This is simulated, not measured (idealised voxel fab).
Herein follows the process module entitled voxel transistor to metal.
Cross-section cut spans 290 nm and uses square cells 5 nm in size.
Cross-section = grid of square cells, listed top down in bands; band = one or more rows. What a band's entry tells you: where the top is and where the bottom is, as heights in nm, and after that what lies inside, material by material from left to right, each with its width in nm. Empty space is written as the word "empty", and a single material marked with the word "full width" occupies the band from edge to edge. Convention: height 0 is the level below which the wafer, as received, is all one material. The lowest band does not terminate at the bottom but continues downward, represented as "0 down". Width spec "30 to 40" -> top row of cells at first value, bottom row at second value, equal per-row change in between. When a step is marked "remained the same", none of the cells in the cross-section changed during that step. Heads up: "Entrapped void list" only lists the empty pockets with no open path to the top that are 8 cells or more, and it writes them as width x height at distance, distance from the left edge, in nm. On each step's line, the part that comes after the settings is the simulator's own comment on the step. The setting "overlay nm" may be written on the line of a step. When the step uses a mask, the value reports how far to the right of the planned place the mask lay, and a negative value reports that it lay to the left.

-- Process steps - plan
1,op RECEIVE | material Si
2,op OXIDIZE | depth nm 5
3,op CONFORMAL_DEP | material SiN | thk nm 10
4,op PATTERN | tone cover | mask id ACTIVE | material resist | width nm 100 | pitch nm 125 | thk nm 20 | overlay nm 0
5,op DIRECTIONAL_ETCH | etch materials SiN | depth nm 10
6,op DIRECTIONAL_ETCH | etch materials SiO2 | depth nm 5
7,op DIRECTIONAL_ETCH | etch materials Si | depth nm 20
8,op STRIP | etch materials resist
9,op FILL_DEP | material SiO2 | thk nm 15
10,op CMP | height nm 10
11,op SELECTIVE_ETCH | etch materials SiO2 | depth nm 10
12,op STRIP | etch materials SiN
13,op SELECTIVE_ETCH | etch materials SiO2 | depth nm 5
14,op OXIDIZE | depth nm 5
15,op DIRECTIONAL_DEP | material polySi | thk nm 25
16,op DIRECTIONAL_DEP | material SiCN | thk nm 10
17,op DIRECTIONAL_DEP | material aC | thk nm 15
18,op PATTERN | tone cover | mask id GATE | material resist | width nm 15 | pitch nm 125 | thk nm 35 | overlay nm 0
19,op DIRECTIONAL_ETCH | etch materials aC | depth nm 15
20,op STRIP | etch materials resist
21,op DIRECTIONAL_ETCH | etch materials SiCN | depth nm 20
22,op DIRECTIONAL_ETCH | etch materials polySi | depth nm 35
23,op STRIP | etch materials aC
24,op CONFORMAL_DEP | material SiN | thk nm 10
25,op DIRECTIONAL_ETCH | etch materials SiN | depth nm 10
26,op DIRECTIONAL_ETCH | etch materials SiO2 | depth nm 5
27,op EPI | material SiGe | thk nm 5
28,op FILL_DEP | material SiO2 | thk nm 5
29,op CMP | height nm 30
30,op DIRECTIONAL_DEP | material SiO2 | thk nm 15
31,op PATTERN | tone open | mask id CONTACT | material resist | width nm 25 | thk nm 15 | overlay nm 0
32,op DIRECTIONAL_ETCH | etch materials SiO2 | depth nm 50
33,op STRIP | etch materials resist
34,op CONFORMAL_DEP | material TiN | thk nm 5
35,op FILL_DEP | material W | thk nm 10
36,op CMP | height nm 45
37,op DIRECTIONAL_DEP | material TiN | thk nm 5
38,op DIRECTIONAL_DEP | material W | thk nm 20
39,op DIRECTIONAL_DEP | material aC | thk nm 15
40,op PATTERN | tone cover | mask id METAL_1 | material resist | width nm 15 | thk nm 30 | overlay nm 0
41,op DIRECTIONAL_ETCH | etch materials aC | depth nm 15
42,op STRIP | etch materials resist
43,op DIRECTIONAL_ETCH | etch materials W | depth nm 20
44,op DIRECTIONAL_ETCH | etch materials TiN | depth nm 5
45,op STRIP | etch materials aC
46,op CONFORMAL_DEP | material SiN | thk nm 5
47,op FILL_DEP | material SiO2 | thk nm 5
48,op CMP | height nm 70
49,op CONFORMAL_DEP | material SiN | thk nm 5
For clarity, it should be stated that the wafers under discussion commence in an identical condition and differ with respect to the width nm of step 18, the plan indicating the value that the first wafer had.

-- Step 1 complete: as-received cross-section of the first of several wafers
- 0 down | Si full width
- Entrapped void list: none

-- Post step 49, the closing step of the module: first of several wafers, cross-sectioned
- 75 to 70 | SiN full width
- 70 to 50 | SiO2 35 nm | SiN 5 nm | W 15 nm | SiN 5 nm | SiO2 40 nm | SiN 5 nm | W 15 nm | SiN 5 nm | SiO2 35 nm | SiN 5 nm | W 15 nm | SiN 5 nm | SiO2 40 nm | SiN 5 nm | W 15 nm | SiN 5 nm | SiO2 40 nm
- 50 to 45 | SiN 40 nm | TiN 15 nm | SiN 50 nm | TiN 15 nm | SiN 45 nm | TiN 15 nm | SiN 50 nm | TiN 15 nm | SiN 45 nm
- 45 to 35 | SiO2 40 nm | TiN 5 nm | W 15 nm | TiN 5 nm | SiO2 30 nm | TiN 5 nm | W 15 nm | TiN 5 nm | SiO2 45 nm | TiN 5 nm | W 15 nm | TiN 5 nm | SiO2 30 nm | TiN 5 nm | W 15 nm | TiN 5 nm | SiO2 45 nm
- 35 to 30 | SiO2 40 nm | TiN 5 nm | W 15 nm | TiN 5 nm | SiO2 30 nm | TiN 10 nm | W 10 nm | TiN 5 nm | SiO2 45 nm | TiN 5 nm | W 15 nm | TiN 5 nm | SiO2 30 nm | TiN 10 nm | W 10 nm | TiN 5 nm | SiO2 45 nm
- 30 to 20 | SiO2 40 nm | TiN 5 nm | W 15 nm | TiN 5 nm | SiN 10 nm | SiCN 15 nm | SiN 10 nm | TiN 5 nm | W 10 nm | TiN 5 nm | SiO2 45 nm | TiN 5 nm | W 15 nm | TiN 5 nm | SiN 10 nm | SiCN 15 nm | SiN 10 nm | TiN 5 nm | W 10 nm | TiN 5 nm | SiO2 45 nm
- 20 to 0 | SiO2 40 nm | TiN 5 nm | W 15 nm | TiN 5 nm | SiN 10 nm | polySi 15 nm | SiN 10 nm | TiN 5 nm | W 10 nm | TiN 5 nm | SiO2 45 nm | TiN 5 nm | W 15 nm | TiN 5 nm | SiN 10 nm | polySi 15 nm | SiN 10 nm | TiN 5 nm | W 10 nm | TiN 5 nm | SiO2 45 nm
- 0 to -5 | SiO2 40 nm | TiN 25 nm | SiN 10 nm | polySi 15 nm | SiN 10 nm | TiN 20 nm | SiO2 45 nm | TiN 25 nm | SiN 10 nm | polySi 15 nm | SiN 10 nm | TiN 20 nm | SiO2 45 nm
- -5 to -10 | SiO2 25 nm | SiGe 40 nm | SiO2 35 nm | SiGe 35 nm | SiO2 15 nm | SiGe 40 nm | SiO2 35 nm | SiGe 35 nm | SiO2 30 nm
- -10 to -25 | SiO2 30 nm | Si 100 nm | SiO2 25 nm | Si 100 nm | SiO2 35 nm
- -25 down | Si full width
- Entrapped void list: none

-- End of module, last wafer sectioned
- 75 to 70 | SiN full width
- 70 to 50 | SiO2 35 nm | SiN 5 nm | W 15 nm | SiN 5 nm | SiO2 40 nm | SiN 5 nm | W 15 nm | SiN 5 nm | SiO2 35 nm | SiN 5 nm | W 15 nm | SiN 5 nm | SiO2 40 nm | SiN 5 nm | W 15 nm | SiN 5 nm | SiO2 40 nm
- 50 to 45 | SiN 40 nm | TiN 15 nm | SiN 50 nm | TiN 15 nm | SiN 45 nm | TiN 15 nm | SiN 50 nm | TiN 15 nm | SiN 45 nm
- 45 to 35 | SiO2 40 nm | TiN 5 nm | W 15 nm | TiN 5 nm | SiO2 30 nm | TiN 5 nm | W 15 nm | TiN 5 nm | SiO2 45 nm | TiN 5 nm | W 15 nm | TiN 5 nm | SiO2 30 nm | TiN 5 nm | W 15 nm | TiN 5 nm | SiO2 45 nm
- 35 to 30 | SiO2 40 nm | TiN 5 nm | W 5 nm | TiN 15 nm | SiO2 30 nm | TiN 25 nm | SiO2 45 nm | TiN 5 nm | W 5 nm | TiN 15 nm | SiO2 30 nm | TiN 25 nm | SiO2 45 nm
- 30 to 20 | SiO2 40 nm | TiN 5 nm | W 5 nm | TiN 5 nm | SiN 10 nm | SiCN 35 nm | SiN 10 nm | TiN 10 nm | SiO2 45 nm | TiN 5 nm | W 5 nm | TiN 5 nm | SiN 10 nm | SiCN 35 nm | SiN 10 nm | TiN 10 nm | SiO2 45 nm
- 20 to 0 | SiO2 40 nm | TiN 5 nm | W 5 nm | TiN 5 nm | SiN 10 nm | polySi 35 nm | SiN 10 nm | TiN 10 nm | SiO2 45 nm | TiN 5 nm | W 5 nm | TiN 5 nm | SiN 10 nm | polySi 35 nm | SiN 10 nm | TiN 10 nm | SiO2 45 nm
- 0 to -5 | SiO2 40 nm | TiN 15 nm | SiN 10 nm | polySi 35 nm | SiN 10 nm | TiN 10 nm | SiO2 45 nm | TiN 15 nm | SiN 10 nm | polySi 35 nm | SiN 10 nm | TiN 10 nm | SiO2 45 nm
- -5 to -10 | SiO2 25 nm | SiGe 30 nm | SiO2 55 nm | SiGe 25 nm | SiO2 15 nm | SiGe 30 nm | SiO2 55 nm | SiGe 25 nm | SiO2 30 nm
- -10 to -25 | SiO2 30 nm | Si 100 nm | SiO2 25 nm | Si 100 nm | SiO2 35 nm
- -25 down | Si full width
- Entrapped void list: none

-- Per-wafer rows below. For each material: cells gained (+) or lost (-) since the wafer was received, as of end of module. Then: closed voids
width nm 15; -170 Si; +12 SiCN; +30 SiGe; +192 SiN; +530 SiO2; +104 TiN; +142 W; +30 polySi; Entrapped void list: none
width nm 20; -170 Si; +16 SiCN; +28 SiGe; +192 SiN; +532 SiO2; +104 TiN; +128 W; +40 polySi; Entrapped void list: none
width nm 25; -170 Si; +20 SiCN; +26 SiGe; +192 SiN; +534 SiO2; +104 TiN; +114 W; +50 polySi; Entrapped void list: none
width nm 30; -170 Si; +24 SiCN; +24 SiGe; +192 SiN; +536 SiO2; +104 TiN; +100 W; +60 polySi; Entrapped void list: none
width nm 35; -170 Si; +28 SiCN; +22 SiGe; +192 SiN; +538 SiO2; +104 TiN; +86 W; +70 polySi; Entrapped void list: none
